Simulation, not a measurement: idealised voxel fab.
process module | voxel air gaps
cross-section cut | 140 nm wide | cells 5 nm
A cross-section is a grid of square cells, given in bands from the top down. A band is one or more rows of cells.
Each band's line starts with the height of the band's top and of its bottom, in nm. Then come its materials from left to right, each with its width in nm. One material with "throughout" fills the band from edge to edge. "air" is empty space.
Height 0 is the level under which the wafer as received is all one material. The lowest band goes on downwards, as in "0 down".
A width such as "30 to 40" changes by the same amount from each row of cells to the next, from the band's top row to its bottom row.
"no change" after a step means that no cell of the cross-section changed.
closed voids: empty space of 8 cells or more with no open way to the top, each as width x height at its distance from the left edge, in nm
after a step's settings: what the simulator itself notes on the step
overlay nm, on a step with a mask: how far to the right of its planned place the mask lay; to the left if negative
plan
1 op RECEIVE | material Si
2 op CONFORMAL_DEP | material SiO2 | thk nm 15
3 op CONFORMAL_DEP | material SiN | thk nm 5
4 op DIRECTIONAL_DEP | material SiO2 | thk nm 40
5 op DIRECTIONAL_DEP | material aC | thk nm 10
6 op PATTERN | tone open | mask id LINES | material resist | width nm 15 | pitch nm 40 | thk nm 25 | overlay nm 0
7 op DIRECTIONAL_ETCH | etch materials aC | depth nm 10
8 op STRIP | etch materials resist
9 op DIRECTIONAL_ETCH | etch materials SiO2 | depth nm 40
10 op STRIP | etch materials aC
11 op CONFORMAL_DEP | material TiN | thk nm 5
12 op FILL_DEP | material Ru | thk nm 5
13 op CMP | height nm 60
14 op EPI | material Ru | thk nm 10
15 op SELECTIVE_ETCH | etch materials SiO2 | depth nm 50
16 op CONFORMAL_DEP | material SiCN | thk nm 5
varied across the wafers: width nm of step 6. The plan shows the first wafer's value. All wafers start alike
first wafer as received, after step 1
  0 down: Si throughout
  closed voids: none
first wafer at the end, after step 16
  75 to 70: air 5 | SiCN 125 | air 10
  70 to 60: air 5 | SiCN 5 | Ru 35 | SiCN 5 | Ru 35 | SiCN 5 | Ru 35 | SiCN 5 | air 10
  60 to 55: air 5 | SiCN 15 | TiN 5 | Ru 5 | TiN 5 | SiCN 25 | TiN 5 | Ru 5 | TiN 5 | SiCN 25 | TiN 5 | Ru 5 | TiN 5 | SiCN 15 | air 10
  55 to 25: air 15 | SiCN 5 | TiN 5 | Ru 5 | TiN 5 | SiCN 5 | air 15 | SiCN 5 | TiN 5 | Ru 5 | TiN 5 | SiCN 5 | air 15 | SiCN 5 | TiN 5 | Ru 5 | TiN 5 | SiCN 5 | air 20
  25 to 20: SiCN 20 | TiN 15 | SiCN 25 | TiN 15 | SiCN 25 | TiN 15 | SiCN 25
  20 to 15: SiN throughout
  15 to 0: SiO2 throughout
  0 down: Si throughout
  closed voids: 15 x 30 at 40; 15 x 30 at 80
last wafer at the end
  75 to 70: SiCN 135 | air 5
  70 to 60: SiCN 5 | Ru 125 | SiCN 5 | air 5
  60 to 55: SiCN 15 | TiN 5 | Ru 15 | TiN 5 | SiO2 15 | TiN 5 | Ru 15 | TiN 5 | SiO2 15 | TiN 5 | Ru 15 | TiN 5 | SiCN 15 | air 5
  55 to 25: air 10 | SiCN 5 | TiN 5 | Ru 15 | TiN 5 | SiO2 15 | TiN 5 | Ru 15 | TiN 5 | SiO2 15 | TiN 5 | Ru 15 | TiN 5 | SiCN 5 | air 15
  25 to 20: SiCN 15 | TiN 25 | SiO2 15 | TiN 25 | SiO2 15 | TiN 25 | SiCN 20
  20 to 15: SiN throughout
  15 to 0: SiO2 throughout
  0 down: Si throughout
  closed voids: 10 x 30 at 0
each wafer at the end: cells of each material gained (+) or lost (-) since it was received, then its closed voids
width nm 15 | +63 Ru | +104 SiCN | +28 SiN | +84 SiO2 | +51 TiN | closed voids: 15 x 30 at 40; 15 x 30 at 80
width nm 20 | +90 Ru | +56 SiCN | +28 SiN | +148 SiO2 | +54 TiN | closed voids: none
width nm 25 | +113 Ru | +56 SiCN | +28 SiN | +132 SiO2 | +57 TiN | closed voids: 10 x 30 at 0
